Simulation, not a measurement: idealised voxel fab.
Process module heading - voxel wiring stack
Displayed cross-section: cut, width of 165 nm, square cells sized 5 nm.
A cross-section is a grid of square cells, given in bands from the top down. A band is one or more rows of cells.
A band entry consists of two parts. The first gives the height of the band's top and the height of its bottom, in nm. The rest lists the band's materials from left to right, each with its width in nm. A single material labelled with the word "throughout" fills the band from edge to edge, and the word "blank" marks empty space.
We count height from 0. Below that, the starting wafer is all one material. The lowest band never ends at the bottom but goes on down; see "0..down" for how that is written.
Width: "30 to 40" (first number = top row, second number = bottom row, same change from row to row of cells).
Given "changes: none" for a step, no cell of the cross-section differs between before and after that step.
In the "Closed void register" entry, you get each enclosed empty space of 8 cells or more, one with no open way to the top, written width x height at distance, distance from the left edge, in nm.
Step line, after settings: the simulator's comment on this step.
A step's line can hold "overlay nm"; with a mask on that step, the setting says how far right of the planned place the mask lay, while a negative setting says it lay to the left.
### Here's what the planned process steps look like
1,RECEIVE [material Si]
2,CONFORMAL_DEP [material SiO2] [thk nm 10]
3,DIRECTIONAL_DEP [material TiN] [thk nm 5]
4,DIRECTIONAL_DEP [material Ru] [thk nm 25]
5,DIRECTIONAL_DEP [material aC] [thk nm 15]
6,PATTERN [tone cover] [mask id METAL_1] [material resist] [width nm 25] [pitch nm 45] [thk nm 35] [overlay nm 0]
7,DIRECTIONAL_ETCH [etch materials aC] [depth nm 15]
8,STRIP [etch materials resist]
9,DIRECTIONAL_ETCH [etch materials Ru] [depth nm 25]
10,DIRECTIONAL_ETCH [etch materials TiN] [depth nm 5]
11,STRIP [etch materials aC]
12,FILL_DEP [material SiO2] [thk nm 5]
13,CMP [height nm 40]
14,CONFORMAL_DEP [material SiCN] [thk nm 5]
15,DIRECTIONAL_DEP [material SiO2] [thk nm 15]
16,DIRECTIONAL_DEP [material aC] [thk nm 10]
17,PATTERN [tone open] [mask id PLUG_1] [material resist] [width nm 15] [thk nm 30] [overlay nm 0]
18,DIRECTIONAL_ETCH [etch materials aC] [depth nm 10]
19,STRIP [etch materials resist]
20,DIRECTIONAL_ETCH [etch materials SiO2] [depth nm 15]
21,DIRECTIONAL_ETCH [etch materials SiCN] [depth nm 5]
22,STRIP [etch materials aC]
23,CONFORMAL_DEP [material TiN] [thk nm 5]
24,FILL_DEP [material W] [thk nm 10]
25,CMP [height nm 60]
26,DIRECTIONAL_DEP [material TiN] [thk nm 5]
27,DIRECTIONAL_DEP [material W] [thk nm 20]
28,DIRECTIONAL_DEP [material aC] [thk nm 10]
29,PATTERN [tone cover] [mask id METAL_2] [material resist] [width nm 25] [pitch nm 45] [thk nm 30] [overlay nm 0]
30,DIRECTIONAL_ETCH [etch materials aC] [depth nm 10]
31,STRIP [etch materials resist]
32,DIRECTIONAL_ETCH [etch materials W] [depth nm 20]
33,DIRECTIONAL_ETCH [etch materials TiN] [depth nm 5]
34,STRIP [etch materials aC]
35,CONFORMAL_DEP [material SiCN] [thk nm 5]
36,FILL_DEP [material SiO2] [thk nm 5]
37,CMP [height nm 85]
38,CONFORMAL_DEP [material SiCN] [thk nm 5]
### as received, after step 1
	0..down  Si throughout
	Closed void register: none
### End state of the module in cross-section, given the above starting point and plan and one mistake in execution
	95..90  SiCN throughout
	90..85  40 nm SiO2; 35 nm SiCN; 10 nm SiO2; 35 nm SiCN; 45 nm SiO2
	85..65  40 nm SiO2; 5 nm SiCN; 25 nm W; 5 nm SiCN; 10 nm SiO2; 5 nm SiCN; 25 nm W; 5 nm SiCN; 45 nm SiO2
	65..60  45 nm SiCN; 25 nm TiN; 20 nm SiCN; 25 nm TiN; 50 nm SiCN
	60..45  45 nm SiO2; 5 nm TiN; 5 nm W; 5 nm TiN; 105 nm SiO2
	45..40  45 nm SiCN; 15 nm TiN; 105 nm SiCN
	40..15  45 nm SiO2; 25 nm Ru; 20 nm SiO2; 25 nm Ru; 50 nm SiO2
	15..10  45 nm SiO2; 25 nm TiN; 20 nm SiO2; 25 nm TiN; 50 nm SiO2
	10..0  SiO2 throughout
	0..down  Si throughout
	Closed void register: none
Want to know what went wrong? heads up, step 37 didn't go per plan, it actually ran as CMP [height nm 90]
